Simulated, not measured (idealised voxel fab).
The name of this process module is voxel self aligned vias.
Section cut is 280 nm wide and gridded with 5 nm square cells.
Heads up, the way a cross-section reads in here is a grid of square cells, handed over as bands from the top down, with every band being one or more rows of cells.
Read a band's entry like this: the first values are the height of its top and the height of its bottom in nm, and what follows is the sequence of materials from left to right, each with its width in nm. Note that "empty" is empty space, and that a single material marked "everywhere" reaches across the band from edge to edge.
Where do heights start? At 0: under that level the wafer as delivered is made of one material only. And the lowest band has no floor; it just carries on downward, as in "0 -> down".
Read "30->40" as a graded width: first number on top, second number at the bottom, same change between each pair of neighbouring rows.
Any step labelled "everything unchanged" changed none of the cells in the cross-section.
"Closed cavity list" specifies each empty space that is not open to the top and that occupies no fewer than 8 cells, using the form width x height at distance, the distance measured from the left edge and all three quantities in nm.
What comes after the settings on a step's line is commentary from the simulator itself on that step.
A step line may carry the setting "overlay nm", which, for steps involving a mask, states the distance by which the mask lay to the right of its intended position; negative values denote displacement to the left.
**The planned process steps are enumerated hereunder**
step 1: RECEIVE (material Si)
step 2: CONFORMAL_DEP (material SiO2; thk nm 10)
step 3: CONFORMAL_DEP (material SiCN; thk nm 5)
step 4: DIRECTIONAL_DEP (material SiO2; thk nm 25)
step 5: PATTERN (tone open; mask id LINES; material resist; width nm 20; pitch nm 50; thk nm 15; overlay nm 0)
step 6: DIRECTIONAL_ETCH (etch materials SiO2; depth nm 25)
step 7: STRIP (etch materials resist)
step 8: CONFORMAL_DEP (material TiN; thk nm 5)
step 9: FILL_DEP (material Ru; thk nm 10)
step 10: CMP (height nm 40)
step 11: SELECTIVE_ETCH (etch materials W Ru TiN; depth nm 5)
step 12: FILL_DEP (material SiN; thk nm 10)
step 13: CMP (height nm 40)
step 14: DIRECTIONAL_DEP (material SiO2; thk nm 20)
step 15: MASKED_ETCH (tone open; mask id VIAS; width nm 30; pitch nm 50; etch materials SiO2; depth nm 20; overlay nm 0)
step 16: MASKED_ETCH (tone open; mask id VIAS; width nm 30; pitch nm 50; etch materials SiN; depth nm 5; overlay nm 0)
step 17: CONFORMAL_DEP (material TiN; thk nm 5)
step 18: FILL_DEP (material W; thk nm 10)
step 19: CMP (height nm 60)
step 20: CONFORMAL_DEP (material SiCN; thk nm 5)
**The first of the two wafers, which ran as planned**
**Step 1 complete: cross-section of the wafer as received**
    0 -> down = Si everywhere
    Closed cavity list: none
**Take a look at the wafer's cross-section after step 2**
    10 -> 0 = SiO2 everywhere
    below 0: unchanged
**Take a look at the wafer's cross-section after step 3**
    15 -> 10 = SiCN everywhere
    below 10: unchanged
**Take a look at the wafer's cross-section after step 4**
    40 -> 15 = SiO2 everywhere
    below 15: unchanged
**Take a look at the wafer's cross-section after step 5**
    55 -> 40 = 80 nm resist; 20 nm empty; 30 nm resist; 20 nm empty; 30 nm resist; 20 nm empty; 80 nm resist
    below 40: unchanged
**Take a look at the wafer's cross-section after step 6**
    55 -> 40 = 80 nm resist; 20 nm empty; 30 nm resist; 20 nm empty; 30 nm resist; 20 nm empty; 80 nm resist
    40 -> 15 = 80 nm SiO2; 20 nm empty; 30 nm SiO2; 20 nm empty; 30 nm SiO2; 20 nm empty; 80 nm SiO2
    below 15: unchanged
**Take a look at the wafer's cross-section after step 7**
    40 -> 15 = 80 nm SiO2; 20 nm empty; 30 nm SiO2; 20 nm empty; 30 nm SiO2; 20 nm empty; 80 nm SiO2
    below 15: unchanged
**Take a look at the wafer's cross-section after step 8**
    45 -> 40 = 85 nm TiN; 10 nm empty; 40 nm TiN; 10 nm empty; 40 nm TiN; 10 nm empty; 85 nm TiN
    40 -> 20 = 80 nm SiO2; 5 nm TiN; 10 nm empty; 5 nm TiN; 30 nm SiO2; 5 nm TiN; 10 nm empty; 5 nm TiN; 30 nm SiO2; 5 nm TiN; 10 nm empty; 5 nm TiN; 80 nm SiO2
    20 -> 15 = 80 nm SiO2; 20 nm TiN; 30 nm SiO2; 20 nm TiN; 30 nm SiO2; 20 nm TiN; 80 nm SiO2
    below 15: unchanged
**Take a look at the wafer's cross-section after step 9**
    55 -> 45 = Ru everywhere
    45 -> 40 = 85 nm TiN; 10 nm Ru; 40 nm TiN; 10 nm Ru; 40 nm TiN; 10 nm Ru; 85 nm TiN
    40 -> 20 = 80 nm SiO2; 5 nm TiN; 10 nm Ru; 5 nm TiN; 30 nm SiO2; 5 nm TiN; 10 nm Ru; 5 nm TiN; 30 nm SiO2; 5 nm TiN; 10 nm Ru; 5 nm TiN; 80 nm SiO2
    below 20: unchanged
**Take a look at the wafer's cross-section after step 10**
    40 -> 20 = 80 nm SiO2; 5 nm TiN; 10 nm Ru; 5 nm TiN; 30 nm SiO2; 5 nm TiN; 10 nm Ru; 5 nm TiN; 30 nm SiO2; 5 nm TiN; 10 nm Ru; 5 nm TiN; 80 nm SiO2
    below 20: unchanged
**Take a look at the wafer's cross-section after step 11**
    40 -> 35 = 80 nm SiO2; 20 nm empty; 30 nm SiO2; 20 nm empty; 30 nm SiO2; 20 nm empty; 80 nm SiO2
    below 35: unchanged
**Take a look at the wafer's cross-section after step 12**
    50 -> 40 = SiN everywhere
    40 -> 35 = 80 nm SiO2; 20 nm SiN; 30 nm SiO2; 20 nm SiN; 30 nm SiO2; 20 nm SiN; 80 nm SiO2
    below 35: unchanged
**Take a look at the wafer's cross-section after step 13**
    40 -> 35 = 80 nm SiO2; 20 nm SiN; 30 nm SiO2; 20 nm SiN; 30 nm SiO2; 20 nm SiN; 80 nm SiO2
    below 35: unchanged
**Take a look at the wafer's cross-section after step 14**
    60 -> 40 = SiO2 everywhere
    below 40: unchanged
**Take a look at the wafer's cross-section after step 15**
    60 -> 40 = 75 nm SiO2; 30 nm empty; 20 nm SiO2; 30 nm empty; 20 nm SiO2; 30 nm empty; 75 nm SiO2
    below 40: unchanged
**Take a look at the wafer's cross-section after step 16**
    60 -> 40 = 75 nm SiO2; 30 nm empty; 20 nm SiO2; 30 nm empty; 20 nm SiO2; 30 nm empty; 75 nm SiO2
    40 -> 35 = 80 nm SiO2; 20 nm empty; 30 nm SiO2; 20 nm empty; 30 nm SiO2; 20 nm empty; 80 nm SiO2
    below 35: unchanged
**Take a look at the wafer's cross-section after step 17**
    65 -> 60 = 80 nm TiN; 20 nm empty; 30 nm TiN; 20 nm empty; 30 nm TiN; 20 nm empty; 80 nm TiN
    60 -> 45 = 75 nm SiO2; 5 nm TiN; 20 nm empty; 5 nm TiN; 20 nm SiO2; 5 nm TiN; 20 nm empty; 5 nm TiN; 20 nm SiO2; 5 nm TiN; 20 nm empty; 5 nm TiN; 75 nm SiO2
    45 -> 40 = 75 nm SiO2; 10 nm TiN; 10 nm empty; 10 nm TiN; 20 nm SiO2; 10 nm TiN; 10 nm empty; 10 nm TiN; 20 nm SiO2; 10 nm TiN; 10 nm empty; 10 nm TiN; 75 nm SiO2
    40 -> 35 = 80 nm SiO2; 20 nm TiN; 30 nm SiO2; 20 nm TiN; 30 nm SiO2; 20 nm TiN; 80 nm SiO2
    below 35: unchanged
**Take a look at the wafer's cross-section after step 18**
    75 -> 65 = W everywhere
    65 -> 60 = 80 nm TiN; 20 nm W; 30 nm TiN; 20 nm W; 30 nm TiN; 20 nm W; 80 nm TiN
    60 -> 45 = 75 nm SiO2; 5 nm TiN; 20 nm W; 5 nm TiN; 20 nm SiO2; 5 nm TiN; 20 nm W; 5 nm TiN; 20 nm SiO2; 5 nm TiN; 20 nm W; 5 nm TiN; 75 nm SiO2
    45 -> 40 = 75 nm SiO2; 10 nm TiN; 10 nm W; 10 nm TiN; 20 nm SiO2; 10 nm TiN; 10 nm W; 10 nm TiN; 20 nm SiO2; 10 nm TiN; 10 nm W; 10 nm TiN; 75 nm SiO2
    below 40: unchanged
**Take a look at the wafer's cross-section after step 19**
    60 -> 45 = 75 nm SiO2; 5 nm TiN; 20 nm W; 5 nm TiN; 20 nm SiO2; 5 nm TiN; 20 nm W; 5 nm TiN; 20 nm SiO2; 5 nm TiN; 20 nm W; 5 nm TiN; 75 nm SiO2
    below 45: unchanged
**Take a look at the wafer's cross-section after step 20**
    65 -> 60 = SiCN everywhere
    below 60: unchanged
**The Second Wafer: Common Origin and Plan, One Mistake in Execution, Identical to the First Through Step 15**
**Cross-sectional view of the second wafer at the intended end time of process step 16**
    60 -> 40 = 75 nm SiO2; 30 nm empty; 20 nm SiO2; 30 nm empty; 20 nm SiO2; 30 nm empty; 75 nm SiO2
    40 -> 35 = 80 nm SiO2; 15 nm empty; 5 nm SiN; 30 nm SiO2; 15 nm empty; 5 nm SiN; 30 nm SiO2; 15 nm empty; 5 nm SiN; 80 nm SiO2
    below 35: unchanged
**Cross-sectional view of the second wafer at the intended end time of process step 17**
    65 -> 60 = 80 nm TiN; 20 nm empty; 30 nm TiN; 20 nm empty; 30 nm TiN; 20 nm empty; 80 nm TiN
    60 -> 45 = 75 nm SiO2; 5 nm TiN; 20 nm empty; 5 nm TiN; 20 nm SiO2; 5 nm TiN; 20 nm empty; 5 nm TiN; 20 nm SiO2; 5 nm TiN; 20 nm empty; 5 nm TiN; 75 nm SiO2
    45 -> 40 = 75 nm SiO2; 10 nm TiN; 5 nm empty; 15 nm TiN; 20 nm SiO2; 10 nm TiN; 5 nm empty; 15 nm TiN; 20 nm SiO2; 10 nm TiN; 5 nm empty; 15 nm TiN; 75 nm SiO2
    40 -> 35 = 80 nm SiO2; 15 nm TiN; 5 nm SiN; 30 nm SiO2; 15 nm TiN; 5 nm SiN; 30 nm SiO2; 15 nm TiN; 5 nm SiN; 80 nm SiO2
    below 35: unchanged
**Cross-sectional view of the second wafer at the intended end time of process step 18**
    75 -> 65 = W everywhere
    65 -> 60 = 80 nm TiN; 20 nm W; 30 nm TiN; 20 nm W; 30 nm TiN; 20 nm W; 80 nm TiN
    60 -> 45 = 75 nm SiO2; 5 nm TiN; 20 nm W; 5 nm TiN; 20 nm SiO2; 5 nm TiN; 20 nm W; 5 nm TiN; 20 nm SiO2; 5 nm TiN; 20 nm W; 5 nm TiN; 75 nm SiO2
    45 -> 40 = 75 nm SiO2; 10 nm TiN; 5 nm W; 15 nm TiN; 20 nm SiO2; 10 nm TiN; 5 nm W; 15 nm TiN; 20 nm SiO2; 10 nm TiN; 5 nm W; 15 nm TiN; 75 nm SiO2
    below 40: unchanged
**Cross-sectional view of the second wafer at the intended end time of process step 19**
    60 -> 45 = 75 nm SiO2; 5 nm TiN; 20 nm W; 5 nm TiN; 20 nm SiO2; 5 nm TiN; 20 nm W; 5 nm TiN; 20 nm SiO2; 5 nm TiN; 20 nm W; 5 nm TiN; 75 nm SiO2
    below 45: unchanged
**Cross-sectional view of the second wafer at the intended end time of process step 20**
    65 -> 60 = SiCN everywhere
    below 60: unchanged
Short version of what went wrong: contrary to plan, step 16 was performed as MASKED_ETCH (tone open; mask id VIAS; width nm 30; pitch nm 50; etch materials SiN; depth nm 5; overlay nm -10)
Wafer comparison, final, in cells, second relative to first, materials more or fewer: SiN: 3 more, W: 3 fewer
